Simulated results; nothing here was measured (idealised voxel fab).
The following process module bears the name voxel air gaps.
We display cut, a cross-section 245 nm in width whose square cells are each 5 nm.
We lay out every cross-section as a grid of square cells and spell it out in bands from the top down, where one band means one or more rows of cells. Look at the band entry: it leads with the top's height and the bottom's height in nm. Then it lists the materials left to right, with a width in nm for each. The word "all across" on a single material says that material fills the band edge to edge. The word "air" is empty space. Height datum 0, below which the as-received substrate wafer is one material. Lowest band open at the bottom, running downward: "0..down". Read "30 to 40" as a graded width: first number on top, second number at the bottom, same change between each pair of neighbouring rows. It should be understood that the words "no modification", when stated for a given step, signify that the cross-section underwent no change in any of its cells during that step. Each empty space that has no open way to the top and spans at least 8 cells appears under "Closed void catalog" as width x height at distance, the distance counted from the left edge, all in nm. The remark found on a step's line after its settings is issued by the simulator itself and pertains to that step. overlay nm: right-of-plan distance of the mask on a masked step; negative values mean left-of-plan.

[The steps planned for the process are as follows]
1,RECEIVE with material Si
2,CONFORMAL_DEP with material SiO2, thk nm 10
3,CONFORMAL_DEP with material SiN, thk nm 5
4,DIRECTIONAL_DEP with material lowk, thk nm 35
5,DIRECTIONAL_DEP with material aC, thk nm 10
6,PATTERN with tone open, mask id LINES, material resist, width nm 20, pitch nm 50, thk nm 25, overlay nm 0
7,DIRECTIONAL_ETCH with etch materials aC, depth nm 10
8,STRIP with etch materials resist
9,DIRECTIONAL_ETCH with etch materials lowk, depth nm 35
10,STRIP with etch materials aC
11,CONFORMAL_DEP with material TiN, thk nm 5
12,FILL_DEP with material Ru, thk nm 5
13,CMP with height nm 50
14,EPI with material Ru, thk nm 10
15,SELECTIVE_ETCH with etch materials lowk, depth nm 45
16,CONFORMAL_DEP with material SiCN, thk nm 5

[As-received state of the wafer in cross-section, equivalent to post-step 1]
    0..down = Si all across
    Closed void catalog: none

[Cross-section, first of two wafers, end of module, run as planned]
    65..60 = air=45 / SiCN=150 / air=50
    60..50 = air=45 / SiCN=5 / Ru=40 / SiCN=10 / Ru=40 / SiCN=10 / Ru=40 / SiCN=5 / air=50
    50..45 = air=45 / SiCN=15 / TiN=5 / Ru=10 / TiN=5 / SiCN=30 / TiN=5 / Ru=10 / TiN=5 / SiCN=30 / TiN=5 / Ru=10 / TiN=5 / SiCN=15 / air=50
    45..20 = air=55 / SiCN=5 / TiN=5 / Ru=10 / TiN=5 / SiCN=5 / air=20 / SiCN=5 / TiN=5 / Ru=10 / TiN=5 / SiCN=5 / air=20 / SiCN=5 / TiN=5 / Ru=10 / TiN=5 / SiCN=5 / air=60
    20..15 = SiCN=60 / TiN=20 / SiCN=30 / TiN=20 / SiCN=30 / TiN=20 / SiCN=65
    15..10 = SiN all across
    10..0 = SiO2 all across
    0..down = Si all across
    Closed void catalog: 20 x 25 at 85; 20 x 25 at 135

[Cross-sectional view of the second of two wafers upon completion of the module. This wafer shared its starting condition and process plan with the first; one error was made during its execution]
    65..60 = air=45 / SiCN=155 / air=45
    60..50 = air=45 / SiCN=5 / Ru=45 / SiCN=5 / Ru=45 / SiCN=5 / Ru=45 / SiCN=5 / air=45
    50..45 = air=45 / SiCN=15 / TiN=5 / Ru=15 / TiN=5 / SiCN=25 / TiN=5 / Ru=15 / TiN=5 / SiCN=25 / TiN=5 / Ru=15 / TiN=5 / SiCN=15 / air=45
    45..20 = air=55 / SiCN=5 / TiN=5 / Ru=15 / TiN=5 / SiCN=5 / air=15 / SiCN=5 / TiN=5 / Ru=15 / TiN=5 / SiCN=5 / air=15 / SiCN=5 / TiN=5 / Ru=15 / TiN=5 / SiCN=5 / air=55
    20..15 = SiCN=60 / TiN=25 / SiCN=25 / TiN=25 / SiCN=25 / TiN=25 / SiCN=60
    15..10 = SiN all across
    10..0 = SiO2 all across
    0..down = Si all across
    Closed void catalog: 15 x 25 at 90; 15 x 25 at 140
Misprocessing identified: step 6 did not happen as planned, as run it was PATTERN with tone open, mask id LINES, material resist, width nm 25, pitch nm 50, thk nm 25, overlay nm 0
The final cell counts differ between the wafers, with the second having more or fewer of some materials than the first: Ru +24; SiCN -8; TiN +3
